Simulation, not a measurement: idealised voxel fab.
Name of the process module below: voxel gate over fins
Displayed cross-section: cut, width of 235 nm, square cells sized 5 nm.
Cross-sections here: square-cell grids, written as top-down lists of bands, a band being one or more rows of cells.
The band entry comprises the height of the band's top followed by the height of its bottom, expressed in nm, and subsequently the band's materials from left to right, each stated together with its width in nm. Where a single material is marked with the word "throughout", that material fills the band from edge to edge. The word "empty" represents empty space.
Beneath 0, the wafer as received is one material, and that level is where height counting begins. The lowest band goes on downward without a bottom; it is written like "top 0, no bottom".
Width "30 to 40": first value at the band's top row of cells, second value at its bottom row, equal change from row to row.
"no alterations made" means the step left every cell of the cross-section as it was.
Each empty space that has no open way to the top and spans at least 8 cells appears under "Closed internal cavities" as width x height at distance, the distance counted from the left edge, all in nm.
That trailing text on a step's line, after the settings, is the simulator's own remark on the step.
The setting "overlay nm" may be written on the line of a step. When the step uses a mask, the value reports how far to the right of the planned place the mask lay, and a negative value reports that it lay to the left.

The planned process steps are enumerated hereunder:
| 1 | RECEIVE,material Si |
| 2 | CONFORMAL_DEP,material SiN,thk nm 10 |
| 3 | DIRECTIONAL_DEP,material aC,thk nm 10 |
| 4 | PATTERN,tone cover,mask id FINS,material resist,width nm 15,pitch nm 50,thk nm 25,overlay nm 0 |
| 5 | DIRECTIONAL_ETCH,etch materials aC,depth nm 10 |
| 6 | STRIP,etch materials resist |
| 7 | DIRECTIONAL_ETCH,etch materials SiN,depth nm 10 |
| 8 | DIRECTIONAL_ETCH,etch materials Si,depth nm 35 |
| 9 | STRIP,etch materials aC |
| 10 | OXIDIZE,depth nm 5 |
| 11 | FILL_DEP,material SiO2,thk nm 10 |
| 12 | CMP,height nm 10 |
| 13 | DIRECTIONAL_DEP,material aC,thk nm 10 |
| 14 | PATTERN,tone open,mask id RAIL,material resist,width nm 15,thk nm 30,overlay nm 0 |
| 15 | DIRECTIONAL_ETCH,etch materials aC,depth nm 10 |
| 16 | STRIP,etch materials resist |
| 17 | DIRECTIONAL_ETCH,etch materials SiO2,depth nm 40 |
| 18 | STRIP,etch materials aC |
| 19 | CONFORMAL_DEP,material TiN,thk nm 5 |
| 20 | FILL_DEP,material Ru,thk nm 5 |
| 21 | CMP,height nm 10 |
| 22 | SELECTIVE_ETCH,etch materials W Ru TiN,depth nm 35 |
| 23 | FILL_DEP,material SiO2,thk nm 5 |
| 24 | CMP,height nm 10 |
| 25 | SELECTIVE_ETCH,etch materials SiO2,depth nm 25 |
| 26 | STRIP,etch materials SiN |
| 27 | CONFORMAL_DEP,material HfO2,thk nm 5 |
| 28 | CONFORMAL_DEP,material TiN,thk nm 5 |
| 29 | CONFORMAL_DEP,material TiAl,thk nm 5 |
| 30 | CONFORMAL_DEP,material TiN,thk nm 5 |
| 31 | FILL_DEP,material W,thk nm 10 |
| 32 | CMP,height nm 25 |
| 33 | CONFORMAL_DEP,material SiN,thk nm 10 |

The following pertains to the first of two wafers, which was processed as planned:

Cross-section: wafer on arrival = after step 1:
  top 0, no bottom: Si throughout
  Closed internal cavities: none

After step 2:
  top 10, bottom 0: SiN throughout
  At heights below 0, the structure remains unaltered.

After step 3:
  top 20, bottom 10: aC throughout
  At heights below 10, the structure remains unaltered.

After step 4:
  top 45, bottom 20: empty: 35 | resist: 15 | empty: 35 | resist: 15 | empty: 35 | resist: 15 | empty: 35 | resist: 15 | empty: 35
  At heights below 20, the structure remains unaltered.

After step 5:
  top 35, bottom 20: empty: 35 | resist: 15 | empty: 35 | resist: 15 | empty: 35 | resist: 15 | empty: 35 | resist: 15 | empty: 35
  top 20, bottom 10: empty: 35 | aC: 15 | empty: 35 | aC: 15 | empty: 35 | aC: 15 | empty: 35 | aC: 15 | empty: 35
  At heights below 10, the structure remains unaltered.

After step 6:
  top 20, bottom 10: empty: 35 | aC: 15 | empty: 35 | aC: 15 | empty: 35 | aC: 15 | empty: 35 | aC: 15 | empty: 35
  At heights below 10, the structure remains unaltered.

After step 7:
  top 20, bottom 10: empty: 35 | aC: 15 | empty: 35 | aC: 15 | empty: 35 | aC: 15 | empty: 35 | aC: 15 | empty: 35
  top 10, bottom 0: empty: 35 | SiN: 15 | empty: 35 | SiN: 15 | empty: 35 | SiN: 15 | empty: 35 | SiN: 15 | empty: 35
  At heights below 0, the structure remains unaltered.

After step 8:
  top 20, bottom 10: empty: 35 | aC: 15 | empty: 35 | aC: 15 | empty: 35 | aC: 15 | empty: 35 | aC: 15 | empty: 35
  top 10, bottom 0: empty: 35 | SiN: 15 | empty: 35 | SiN: 15 | empty: 35 | SiN: 15 | empty: 35 | SiN: 15 | empty: 35
  top 0, bottom -35: empty: 35 | Si: 15 | empty: 35 | Si: 15 | empty: 35 | Si: 15 | empty: 35 | Si: 15 | empty: 35
  At heights below -35, the structure remains unaltered.

After step 9:
  top 10, bottom 0: empty: 35 | SiN: 15 | empty: 35 | SiN: 15 | empty: 35 | SiN: 15 | empty: 35 | SiN: 15 | empty: 35
  At heights below 0, the structure remains unaltered.

After step 10:
  top 10, bottom 0: empty: 35 | SiN: 15 | empty: 35 | SiN: 15 | empty: 35 | SiN: 15 | empty: 35 | SiN: 15 | empty: 35
  top 0, bottom -35: empty: 35 | SiO2: 5 | Si: 5 | SiO2: 5 | empty: 35 | SiO2: 5 | Si: 5 | SiO2: 5 | empty: 35 | SiO2: 5 | Si: 5 | SiO2: 5 | empty: 35 | SiO2: 5 | Si: 5 | SiO2: 5 | empty: 35
  top -35, bottom -40: SiO2: 40 | Si: 5 | SiO2: 45 | Si: 5 | SiO2: 45 | Si: 5 | SiO2: 45 | Si: 5 | SiO2: 40
  At heights below -40, the structure remains unaltered.

After step 11:
  top 20, bottom 10: SiO2 throughout
  top 10, bottom 0: SiO2: 35 | SiN: 15 | SiO2: 35 | SiN: 15 | SiO2: 35 | SiN: 15 | SiO2: 35 | SiN: 15 | SiO2: 35
  top 0, bottom -40: SiO2: 40 | Si: 5 | SiO2: 45 | Si: 5 | SiO2: 45 | Si: 5 | SiO2: 45 | Si: 5 | SiO2: 40
  At heights below -40, the structure remains unaltered.

After step 12:
  top 10, bottom 0: SiO2: 35 | SiN: 15 | SiO2: 35 | SiN: 15 | SiO2: 35 | SiN: 15 | SiO2: 35 | SiN: 15 | SiO2: 35
  At heights below 0, the structure remains unaltered.

After step 13:
  top 20, bottom 10: aC throughout
  At heights below 10, the structure remains unaltered.

After step 14:
  top 50, bottom 20: resist: 60 | empty: 15 | resist: 160
  At heights below 20, the structure remains unaltered.

After step 15:
  top 40, bottom 20: resist: 60 | empty: 15 | resist: 160
  top 20, bottom 10: aC: 60 | empty: 15 | aC: 160
  At heights below 10, the structure remains unaltered.

After step 16:
  top 20, bottom 10: aC: 60 | empty: 15 | aC: 160
  At heights below 10, the structure remains unaltered.

After step 17:
  top 20, bottom 10: aC: 60 | empty: 15 | aC: 160
  top 10, bottom 0: SiO2: 35 | SiN: 15 | SiO2: 10 | empty: 15 | SiO2: 10 | SiN: 15 | SiO2: 35 | SiN: 15 | SiO2: 35 | SiN: 15 | SiO2: 35
  top 0, bottom -30: SiO2: 40 | Si: 5 | SiO2: 15 | empty: 15 | SiO2: 15 | Si: 5 | SiO2: 45 | Si: 5 | SiO2: 45 | Si: 5 | SiO2: 40
  At heights below -30, the structure remains unaltered.

After step 18:
  top 10, bottom 0: SiO2: 35 | SiN: 15 | SiO2: 10 | empty: 15 | SiO2: 10 | SiN: 15 | SiO2: 35 | SiN: 15 | SiO2: 35 | SiN: 15 | SiO2: 35
  At heights below 0, the structure remains unaltered.

After step 19:
  top 15, bottom 10: TiN: 65 | empty: 5 | TiN: 165
  top 10, bottom 0: SiO2: 35 | SiN: 15 | SiO2: 10 | TiN: 5 | empty: 5 | TiN: 5 | SiO2: 10 | SiN: 15 | SiO2: 35 | SiN: 15 | SiO2: 35 | SiN: 15 | SiO2: 35
  top 0, bottom -25: SiO2: 40 | Si: 5 | SiO2: 15 | TiN: 5 | empty: 5 | TiN: 5 | SiO2: 15 | Si: 5 | SiO2: 45 | Si: 5 | SiO2: 45 | Si: 5 | SiO2: 40
  top -25, bottom -30: SiO2: 40 | Si: 5 | SiO2: 15 | TiN: 15 | SiO2: 15 | Si: 5 | SiO2: 45 | Si: 5 | SiO2: 45 | Si: 5 | SiO2: 40
  At heights below -30, the structure remains unaltered.

After step 20:
  top 20, bottom 15: Ru throughout
  top 15, bottom 10: TiN: 65 | Ru: 5 | TiN: 165
  top 10, bottom 0: SiO2: 35 | SiN: 15 | SiO2: 10 | TiN: 5 | Ru: 5 | TiN: 5 | SiO2: 10 | SiN: 15 | SiO2: 35 | SiN: 15 | SiO2: 35 | SiN: 15 | SiO2: 35
  top 0, bottom -25: SiO2: 40 | Si: 5 | SiO2: 15 | TiN: 5 | Ru: 5 | TiN: 5 | SiO2: 15 | Si: 5 | SiO2: 45 | Si: 5 | SiO2: 45 | Si: 5 | SiO2: 40
  At heights below -25, the structure remains unaltered.

After step 21:
  top 10, bottom 0: SiO2: 35 | SiN: 15 | SiO2: 10 | TiN: 5 | Ru: 5 | TiN: 5 | SiO2: 10 | SiN: 15 | SiO2: 35 | SiN: 15 | SiO2: 35 | SiN: 15 | SiO2: 35
  At heights below 0, the structure remains unaltered.

After step 22:
  top 10, bottom 0: SiO2: 35 | SiN: 15 | SiO2: 10 | empty: 15 | SiO2: 10 | SiN: 15 | SiO2: 35 | SiN: 15 | SiO2: 35 | SiN: 15 | SiO2: 35
  top 0, bottom -25: SiO2: 40 | Si: 5 | SiO2: 15 | empty: 15 | SiO2: 15 | Si: 5 | SiO2: 45 | Si: 5 | SiO2: 45 | Si: 5 | SiO2: 40
  At heights below -25, the structure remains unaltered.

After step 23:
  top 15, bottom 10: SiO2 throughout
  top 10, bottom 0: SiO2: 35 | SiN: 15 | SiO2: 35 | SiN: 15 | SiO2: 35 | SiN: 15 | SiO2: 35 | SiN: 15 | SiO2: 35
  top 0, bottom -25: SiO2: 40 | Si: 5 | SiO2: 45 | Si: 5 | SiO2: 45 | Si: 5 | SiO2: 45 | Si: 5 | SiO2: 40
  At heights below -25, the structure remains unaltered.

After step 24:
  top 10, bottom 0: SiO2: 35 | SiN: 15 | SiO2: 35 | SiN: 15 | SiO2: 35 | SiN: 15 | SiO2: 35 | SiN: 15 | SiO2: 35
  At heights below 0, the structure remains unaltered.

After step 25:
  top 10, bottom 0: empty: 35 | SiN: 15 | empty: 35 | SiN: 15 | empty: 35 | SiN: 15 | empty: 35 | SiN: 15 | empty: 35
  top 0, bottom -15: empty: 40 | Si: 5 | empty: 45 | Si: 5 | empty: 45 | Si: 5 | empty: 45 | Si: 5 | empty: 40
  At heights below -15, the structure remains unaltered.

After step 26:
  top 0, bottom -15: empty: 40 | Si: 5 | empty: 45 | Si: 5 | empty: 45 | Si: 5 | empty: 45 | Si: 5 | empty: 40
  At heights below -15, the structure remains unaltered.

After step 27:
  top 5, bottom 0: empty: 35 | HfO2: 15 | empty: 35 | HfO2: 15 | empty: 35 | HfO2: 15 | empty: 35 | HfO2: 15 | empty: 35
  top 0, bottom -10: empty: 35 | HfO2: 5 | Si: 5 | HfO2: 5 | empty: 35 | HfO2: 5 | Si: 5 | HfO2: 5 | empty: 35 | HfO2: 5 | Si: 5 | HfO2: 5 | empty: 35 | HfO2: 5 | Si: 5 | HfO2: 5 | empty: 35
  top -10, bottom -15: HfO2: 40 | Si: 5 | HfO2: 45 | Si: 5 | HfO2: 45 | Si: 5 | HfO2: 45 | Si: 5 | HfO2: 40
  At heights below -15, the structure remains unaltered.

After step 28:
  top 10, bottom 5: empty: 30 | TiN: 25 | empty: 25 | TiN: 25 | empty: 25 | TiN: 25 | empty: 25 | TiN: 25 | empty: 30
  top 5, bottom 0: empty: 30 | TiN: 5 | HfO2: 15 | TiN: 5 | empty: 25 | TiN: 5 | HfO2: 15 | TiN: 5 | empty: 25 | TiN: 5 | HfO2: 15 | TiN: 5 | empty: 25 | TiN: 5 | HfO2: 15 | TiN: 5 | empty: 30
  top 0, bottom -5: empty: 30 | TiN: 5 | HfO2: 5 | Si: 5 | HfO2: 5 | TiN: 5 | empty: 25 | TiN: 5 | HfO2: 5 | Si: 5 | HfO2: 5 | TiN: 5 | empty: 25 | TiN: 5 | HfO2: 5 | Si: 5 | HfO2: 5 | TiN: 5 | empty: 25 | TiN: 5 | HfO2: 5 | Si: 5 | HfO2: 5 | TiN: 5 | empty: 30
  top -5, bottom -10: TiN: 35 | HfO2: 5 | Si: 5 | HfO2: 5 | TiN: 35 | HfO2: 5 | Si: 5 | HfO2: 5 | TiN: 35 | HfO2: 5 | Si: 5 | HfO2: 5 | TiN: 35 | HfO2: 5 | Si: 5 | HfO2: 5 | TiN: 35
  At heights below -10, the structure remains unaltered.

After step 29:
  top 15, bottom 10: empty: 25 | TiAl: 35 | empty: 15 | TiAl: 35 | empty: 15 | TiAl: 35 | empty: 15 | TiAl: 35 | empty: 25
  top 10, bottom 5: empty: 25 | TiAl: 5 | TiN: 25 | TiAl: 5 | empty: 15 | TiAl: 5 | TiN: 25 | TiAl: 5 | empty: 15 | TiAl: 5 | TiN: 25 | TiAl: 5 | empty: 15 | TiAl: 5 | TiN: 25 | TiAl: 5 | empty: 25
  top 5, bottom 0: empty: 25 | TiAl: 5 | TiN: 5 | HfO2: 15 | TiN: 5 | TiAl: 5 | empty: 15 | TiAl: 5 | TiN: 5 | HfO2: 15 | TiN: 5 | TiAl: 5 | empty: 15 | TiAl: 5 | TiN: 5 | HfO2: 15 | TiN: 5 | TiAl: 5 | empty: 15 | TiAl: 5 | TiN: 5 | HfO2: 15 | TiN: 5 | TiAl: 5 | empty: 25
  top 0, bottom -5: TiAl: 30 | TiN: 5 | HfO2: 5 | Si: 5 | HfO2: 5 | TiN: 5 | TiAl: 25 | TiN: 5 | HfO2: 5 | Si: 5 | HfO2: 5 | TiN: 5 | TiAl: 25 | TiN: 5 | HfO2: 5 | Si: 5 | HfO2: 5 | TiN: 5 | TiAl: 25 | TiN: 5 | HfO2: 5 | Si: 5 | HfO2: 5 | TiN: 5 | TiAl: 30
  At heights below -5, the structure remains unaltered.

After step 30:
  top 20, bottom 15: empty: 20 | TiN: 45 | empty: 5 | TiN: 45 | empty: 5 | TiN: 45 | empty: 5 | TiN: 45 | empty: 20
  top 15, bottom 10: empty: 20 | TiN: 5 | TiAl: 35 | TiN: 5 | empty: 5 | TiN: 5 | TiAl: 35 | TiN: 5 | empty: 5 | TiN: 5 | TiAl: 35 | TiN: 5 | empty: 5 | TiN: 5 | TiAl: 35 | TiN: 5 | empty: 20
  top 10, bottom 5: empty: 20 | TiN: 5 | TiAl: 5 | TiN: 25 | TiAl: 5 | TiN: 5 | empty: 5 | TiN: 5 | TiAl: 5 | TiN: 25 | TiAl: 5 | TiN: 5 | empty: 5 | TiN: 5 | TiAl: 5 | TiN: 25 | TiAl: 5 | TiN: 5 | empty: 5 | TiN: 5 | TiAl: 5 | TiN: 25 | TiAl: 5 | TiN: 5 | empty: 20
  top 5, bottom 0: TiN: 25 | TiAl: 5 | TiN: 5 | HfO2: 15 | TiN: 5 | TiAl: 5 | TiN: 15 | TiAl: 5 | TiN: 5 | HfO2: 15 | TiN: 5 | TiAl: 5 | TiN: 15 | TiAl: 5 | TiN: 5 | HfO2: 15 | TiN: 5 | TiAl: 5 | TiN: 15 | TiAl: 5 | TiN: 5 | HfO2: 15 | TiN: 5 | TiAl: 5 | TiN: 25
  At heights below 0, the structure remains unaltered.

After step 31:
  top 30, bottom 20: W throughout
  top 20, bottom 15: W: 20 | TiN: 45 | W: 5 | TiN: 45 | W: 5 | TiN: 45 | W: 5 | TiN: 45 | W: 20
  top 15, bottom 10: W: 20 | TiN: 5 | TiAl: 35 | TiN: 5 | W: 5 | TiN: 5 | TiAl: 35 | TiN: 5 | W: 5 | TiN: 5 | TiAl: 35 | TiN: 5 | W: 5 | TiN: 5 | TiAl: 35 | TiN: 5 | W: 20
  top 10, bottom 5: W: 20 | TiN: 5 | TiAl: 5 | TiN: 25 | TiAl: 5 | TiN: 5 | W: 5 | TiN: 5 | TiAl: 5 | TiN: 25 | TiAl: 5 | TiN: 5 | W: 5 | TiN: 5 | TiAl: 5 | TiN: 25 | TiAl: 5 | TiN: 5 | W: 5 | TiN: 5 | TiAl: 5 | TiN: 25 | TiAl: 5 | TiN: 5 | W: 20
  At heights below 5, the structure remains unaltered.

After step 32:
  top 25, bottom 20: W throughout
  At heights below 20, the structure remains unaltered.

After step 33:
  top 35, bottom 25: SiN throughout
  At heights below 25, the structure remains unaltered.

Companion wafer, the second of two: same beginning, same intended sequence, one mistake in carrying it out; through step 7 inclusive it tracks the first exactly:

Cross-section of the second wafer at the time step 8 of the plan should have ended:
  top 20, bottom 10: empty: 35 | aC: 15 | empty: 35 | aC: 15 | empty: 35 | aC: 15 | empty: 35 | aC: 15 | empty: 35
  top 10, bottom 0: empty: 35 | SiN: 15 | empty: 35 | SiN: 15 | empty: 35 | SiN: 15 | empty: 35 | SiN: 15 | empty: 35
  top 0, bottom -30: empty: 35 | Si: 15 | empty: 35 | Si: 15 | empty: 35 | Si: 15 | empty: 35 | Si: 15 | empty: 35
  At heights below -30, the structure remains unaltered.

Cross-section of the second wafer at the time step 9 of the plan should have ended:
  top 10, bottom 0: empty: 35 | SiN: 15 | empty: 35 | SiN: 15 | empty: 35 | SiN: 15 | empty: 35 | SiN: 15 | empty: 35
  At heights below 0, the structure remains unaltered.

Cross-section of the second wafer at the time step 10 of the plan should have ended:
  top 10, bottom 0: empty: 35 | SiN: 15 | empty: 35 | SiN: 15 | empty: 35 | SiN: 15 | empty: 35 | SiN: 15 | empty: 35
  top 0, bottom -30: empty: 35 | SiO2: 5 | Si: 5 | SiO2: 5 | empty: 35 | SiO2: 5 | Si: 5 | SiO2: 5 | empty: 35 | SiO2: 5 | Si: 5 | SiO2: 5 | empty: 35 | SiO2: 5 | Si: 5 | SiO2: 5 | empty: 35
  top -30, bottom -35: SiO2: 40 | Si: 5 | SiO2: 45 | Si: 5 | SiO2: 45 | Si: 5 | SiO2: 45 | Si: 5 | SiO2: 40
  At heights below -35, the structure remains unaltered.

Cross-section of the second wafer at the time step 11 of the plan should have ended:
  top 20, bottom 10: SiO2 throughout
  top 10, bottom 0: SiO2: 35 | SiN: 15 | SiO2: 35 | SiN: 15 | SiO2: 35 | SiN: 15 | SiO2: 35 | SiN: 15 | SiO2: 35
  top 0, bottom -35: SiO2: 40 | Si: 5 | SiO2: 45 | Si: 5 | SiO2: 45 | Si: 5 | SiO2: 45 | Si: 5 | SiO2: 40
  At heights below -35, the structure remains unaltered.

Cross-section of the second wafer at the time step 12 of the plan should have ended:
  top 10, bottom 0: SiO2: 35 | SiN: 15 | SiO2: 35 | SiN: 15 | SiO2: 35 | SiN: 15 | SiO2: 35 | SiN: 15 | SiO2: 35
  At heights below 0, the structure remains unaltered.

Cross-section of the second wafer at the time step 13 of the plan should have ended:
  top 20, bottom 10: aC throughout
  At heights below 10, the structure remains unaltered.

Cross-section of the second wafer at the time step 14 of the plan should have ended:
  top 50, bottom 20: resist: 60 | empty: 15 | resist: 160
  At heights below 20, the structure remains unaltered.

Cross-section of the second wafer at the time step 15 of the plan should have ended:
  top 40, bottom 20: resist: 60 | empty: 15 | resist: 160
  top 20, bottom 10: aC: 60 | empty: 15 | aC: 160
  At heights below 10, the structure remains unaltered.

Cross-section of the second wafer at the time step 16 of the plan should have ended:
  top 20, bottom 10: aC: 60 | empty: 15 | aC: 160
  At heights below 10, the structure remains unaltered.

Cross-section of the second wafer at the time step 17 of the plan should have ended:
  top 20, bottom 10: aC: 60 | empty: 15 | aC: 160
  top 10, bottom 0: SiO2: 35 | SiN: 15 | SiO2: 10 | empty: 15 | SiO2: 10 | SiN: 15 | SiO2: 35 | SiN: 15 | SiO2: 35 | SiN: 15 | SiO2: 35
  top 0, bottom -30: SiO2: 40 | Si: 5 | SiO2: 15 | empty: 15 | SiO2: 15 | Si: 5 | SiO2: 45 | Si: 5 | SiO2: 45 | Si: 5 | SiO2: 40
  At heights below -30, the structure remains unaltered.

Cross-section of the second wafer at the time step 18 of the plan should have ended:
  top 10, bottom 0: SiO2: 35 | SiN: 15 | SiO2: 10 | empty: 15 | SiO2: 10 | SiN: 15 | SiO2: 35 | SiN: 15 | SiO2: 35 | SiN: 15 | SiO2: 35
  At heights below 0, the structure remains unaltered.

Cross-section of the second wafer at the time step 19 of the plan should have ended:
  top 15, bottom 10: TiN: 65 | empty: 5 | TiN: 165
  top 10, bottom 0: SiO2: 35 | SiN: 15 | SiO2: 10 | TiN: 5 | empty: 5 | TiN: 5 | SiO2: 10 | SiN: 15 | SiO2: 35 | SiN: 15 | SiO2: 35 | SiN: 15 | SiO2: 35
  top 0, bottom -25: SiO2: 40 | Si: 5 | SiO2: 15 | TiN: 5 | empty: 5 | TiN: 5 | SiO2: 15 | Si: 5 | SiO2: 45 | Si: 5 | SiO2: 45 | Si: 5 | SiO2: 40
  top -25, bottom -30: SiO2: 40 | Si: 5 | SiO2: 15 | TiN: 15 | SiO2: 15 | Si: 5 | SiO2: 45 | Si: 5 | SiO2: 45 | Si: 5 | SiO2: 40
  At heights below -30, the structure remains unaltered.

Cross-section of the second wafer at the time step 20 of the plan should have ended:
  top 20, bottom 15: Ru throughout
  top 15, bottom 10: TiN: 65 | Ru: 5 | TiN: 165
  top 10, bottom 0: SiO2: 35 | SiN: 15 | SiO2: 10 | TiN: 5 | Ru: 5 | TiN: 5 | SiO2: 10 | SiN: 15 | SiO2: 35 | SiN: 15 | SiO2: 35 | SiN: 15 | SiO2: 35
  top 0, bottom -25: SiO2: 40 | Si: 5 | SiO2: 15 | TiN: 5 | Ru: 5 | TiN: 5 | SiO2: 15 | Si: 5 | SiO2: 45 | Si: 5 | SiO2: 45 | Si: 5 | SiO2: 40
  At heights below -25, the structure remains unaltered.

Cross-section of the second wafer at the time step 21 of the plan should have ended:
  top 10, bottom 0: SiO2: 35 | SiN: 15 | SiO2: 10 | TiN: 5 | Ru: 5 | TiN: 5 | SiO2: 10 | SiN: 15 | SiO2: 35 | SiN: 15 | SiO2: 35 | SiN: 15 | SiO2: 35
  At heights below 0, the structure remains unaltered.

Cross-section of the second wafer at the time step 22 of the plan should have ended:
  top 10, bottom 0: SiO2: 35 | SiN: 15 | SiO2: 10 | empty: 15 | SiO2: 10 | SiN: 15 | SiO2: 35 | SiN: 15 | SiO2: 35 | SiN: 15 | SiO2: 35
  top 0, bottom -25: SiO2: 40 | Si: 5 | SiO2: 15 | empty: 15 | SiO2: 15 | Si: 5 | SiO2: 45 | Si: 5 | SiO2: 45 | Si: 5 | SiO2: 40
  At heights below -25, the structure remains unaltered.

Cross-section of the second wafer at the time step 23 of the plan should have ended:
  top 15, bottom 10: SiO2 throughout
  top 10, bottom 0: SiO2: 35 | SiN: 15 | SiO2: 35 | SiN: 15 | SiO2: 35 | SiN: 15 | SiO2: 35 | SiN: 15 | SiO2: 35
  top 0, bottom -25: SiO2: 40 | Si: 5 | SiO2: 45 | Si: 5 | SiO2: 45 | Si: 5 | SiO2: 45 | Si: 5 | SiO2: 40
  At heights below -25, the structure remains unaltered.

Cross-section of the second wafer at the time step 24 of the plan should have ended:
  top 10, bottom 0: SiO2: 35 | SiN: 15 | SiO2: 35 | SiN: 15 | SiO2: 35 | SiN: 15 | SiO2: 35 | SiN: 15 | SiO2: 35
  At heights below 0, the structure remains unaltered.

Cross-section of the second wafer at the time step 25 of the plan should have ended:
  top 10, bottom 0: empty: 35 | SiN: 15 | empty: 35 | SiN: 15 | empty: 35 | SiN: 15 | empty: 35 | SiN: 15 | empty: 35
  top 0, bottom -15: empty: 40 | Si: 5 | empty: 45 | Si: 5 | empty: 45 | Si: 5 | empty: 45 | Si: 5 | empty: 40
  At heights below -15, the structure remains unaltered.

Cross-section of the second wafer at the time step 26 of the plan should have ended:
  top 0, bottom -15: empty: 40 | Si: 5 | empty: 45 | Si: 5 | empty: 45 | Si: 5 | empty: 45 | Si: 5 | empty: 40
  At heights below -15, the structure remains unaltered.

Cross-section of the second wafer at the time step 27 of the plan should have ended:
  top 5, bottom 0: empty: 35 | HfO2: 15 | empty: 35 | HfO2: 15 | empty: 35 | HfO2: 15 | empty: 35 | HfO2: 15 | empty: 35
  top 0, bottom -10: empty: 35 | HfO2: 5 | Si: 5 | HfO2: 5 | empty: 35 | HfO2: 5 | Si: 5 | HfO2: 5 | empty: 35 | HfO2: 5 | Si: 5 | HfO2: 5 | empty: 35 | HfO2: 5 | Si: 5 | HfO2: 5 | empty: 35
  top -10, bottom -15: HfO2: 40 | Si: 5 | HfO2: 45 | Si: 5 | HfO2: 45 | Si: 5 | HfO2: 45 | Si: 5 | HfO2: 40
  At heights below -15, the structure remains unaltered.

Cross-section of the second wafer at the time step 28 of the plan should have ended:
  top 10, bottom 5: empty: 30 | TiN: 25 | empty: 25 | TiN: 25 | empty: 25 | TiN: 25 | empty: 25 | TiN: 25 | empty: 30
  top 5, bottom 0: empty: 30 | TiN: 5 | HfO2: 15 | TiN: 5 | empty: 25 | TiN: 5 | HfO2: 15 | TiN: 5 | empty: 25 | TiN: 5 | HfO2: 15 | TiN: 5 | empty: 25 | TiN: 5 | HfO2: 15 | TiN: 5 | empty: 30
  top 0, bottom -5: empty: 30 | TiN: 5 | HfO2: 5 | Si: 5 | HfO2: 5 | TiN: 5 | empty: 25 | TiN: 5 | HfO2: 5 | Si: 5 | HfO2: 5 | TiN: 5 | empty: 25 | TiN: 5 | HfO2: 5 | Si: 5 | HfO2: 5 | TiN: 5 | empty: 25 | TiN: 5 | HfO2: 5 | Si: 5 | HfO2: 5 | TiN: 5 | empty: 30
  top -5, bottom -10: TiN: 35 | HfO2: 5 | Si: 5 | HfO2: 5 | TiN: 35 | HfO2: 5 | Si: 5 | HfO2: 5 | TiN: 35 | HfO2: 5 | Si: 5 | HfO2: 5 | TiN: 35 | HfO2: 5 | Si: 5 | HfO2: 5 | TiN: 35
  At heights below -10, the structure remains unaltered.

Cross-section of the second wafer at the time step 29 of the plan should have ended:
  top 15, bottom 10: empty: 25 | TiAl: 35 | empty: 15 | TiAl: 35 | empty: 15 | TiAl: 35 | empty: 15 | TiAl: 35 | empty: 25
  top 10, bottom 5: empty: 25 | TiAl: 5 | TiN: 25 | TiAl: 5 | empty: 15 | TiAl: 5 | TiN: 25 | TiAl: 5 | empty: 15 | TiAl: 5 | TiN: 25 | TiAl: 5 | empty: 15 | TiAl: 5 | TiN: 25 | TiAl: 5 | empty: 25
  top 5, bottom 0: empty: 25 | TiAl: 5 | TiN: 5 | HfO2: 15 | TiN: 5 | TiAl: 5 | empty: 15 | TiAl: 5 | TiN: 5 | HfO2: 15 | TiN: 5 | TiAl: 5 | empty: 15 | TiAl: 5 | TiN: 5 | HfO2: 15 | TiN: 5 | TiAl: 5 | empty: 15 | TiAl: 5 | TiN: 5 | HfO2: 15 | TiN: 5 | TiAl: 5 | empty: 25
  top 0, bottom -5: TiAl: 30 | TiN: 5 | HfO2: 5 | Si: 5 | HfO2: 5 | TiN: 5 | TiAl: 25 | TiN: 5 | HfO2: 5 | Si: 5 | HfO2: 5 | TiN: 5 | TiAl: 25 | TiN: 5 | HfO2: 5 | Si: 5 | HfO2: 5 | TiN: 5 | TiAl: 25 | TiN: 5 | HfO2: 5 | Si: 5 | HfO2: 5 | TiN: 5 | TiAl: 30
  At heights below -5, the structure remains unaltered.

Cross-section of the second wafer at the time step 30 of the plan should have ended:
  top 20, bottom 15: empty: 20 | TiN: 45 | empty: 5 | TiN: 45 | empty: 5 | TiN: 45 | empty: 5 | TiN: 45 | empty: 20
  top 15, bottom 10: empty: 20 | TiN: 5 | TiAl: 35 | TiN: 5 | empty: 5 | TiN: 5 | TiAl: 35 | TiN: 5 | empty: 5 | TiN: 5 | TiAl: 35 | TiN: 5 | empty: 5 | TiN: 5 | TiAl: 35 | TiN: 5 | empty: 20
  top 10, bottom 5: empty: 20 | TiN: 5 | TiAl: 5 | TiN: 25 | TiAl: 5 | TiN: 5 | empty: 5 | TiN: 5 | TiAl: 5 | TiN: 25 | TiAl: 5 | TiN: 5 | empty: 5 | TiN: 5 | TiAl: 5 | TiN: 25 | TiAl: 5 | TiN: 5 | empty: 5 | TiN: 5 | TiAl: 5 | TiN: 25 | TiAl: 5 | TiN: 5 | empty: 20
  top 5, bottom 0: TiN: 25 | TiAl: 5 | TiN: 5 | HfO2: 15 | TiN: 5 | TiAl: 5 | TiN: 15 | TiAl: 5 | TiN: 5 | HfO2: 15 | TiN: 5 | TiAl: 5 | TiN: 15 | TiAl: 5 | TiN: 5 | HfO2: 15 | TiN: 5 | TiAl: 5 | TiN: 15 | TiAl: 5 | TiN: 5 | HfO2: 15 | TiN: 5 | TiAl: 5 | TiN: 25
  At heights below 0, the structure remains unaltered.

Cross-section of the second wafer at the time step 31 of the plan should have ended:
  top 30, bottom 20: W throughout
  top 20, bottom 15: W: 20 | TiN: 45 | W: 5 | TiN: 45 | W: 5 | TiN: 45 | W: 5 | TiN: 45 | W: 20
  top 15, bottom 10: W: 20 | TiN: 5 | TiAl: 35 | TiN: 5 | W: 5 | TiN: 5 | TiAl: 35 | TiN: 5 | W: 5 | TiN: 5 | TiAl: 35 | TiN: 5 | W: 5 | TiN: 5 | TiAl: 35 | TiN: 5 | W: 20
  top 10, bottom 5: W: 20 | TiN: 5 | TiAl: 5 | TiN: 25 | TiAl: 5 | TiN: 5 | W: 5 | TiN: 5 | TiAl: 5 | TiN: 25 | TiAl: 5 | TiN: 5 | W: 5 | TiN: 5 | TiAl: 5 | TiN: 25 | TiAl: 5 | TiN: 5 | W: 5 | TiN: 5 | TiAl: 5 | TiN: 25 | TiAl: 5 | TiN: 5 | W: 20
  At heights below 5, the structure remains unaltered.

Cross-section of the second wafer at the time step 32 of the plan should have ended:
  top 25, bottom 20: W throughout
  At heights below 20, the structure remains unaltered.

Cross-section of the second wafer at the time step 33 of the plan should have ended:
  top 35, bottom 25: SiN throughout
  At heights below 25, the structure remains unaltered.
Plan not followed: step 8 was processed under conditions differing from the plan, specifically as DIRECTIONAL_ETCH,etch materials Si,depth nm 30
at the end the second wafer has, in cells: +43 Si, -43 SiO2
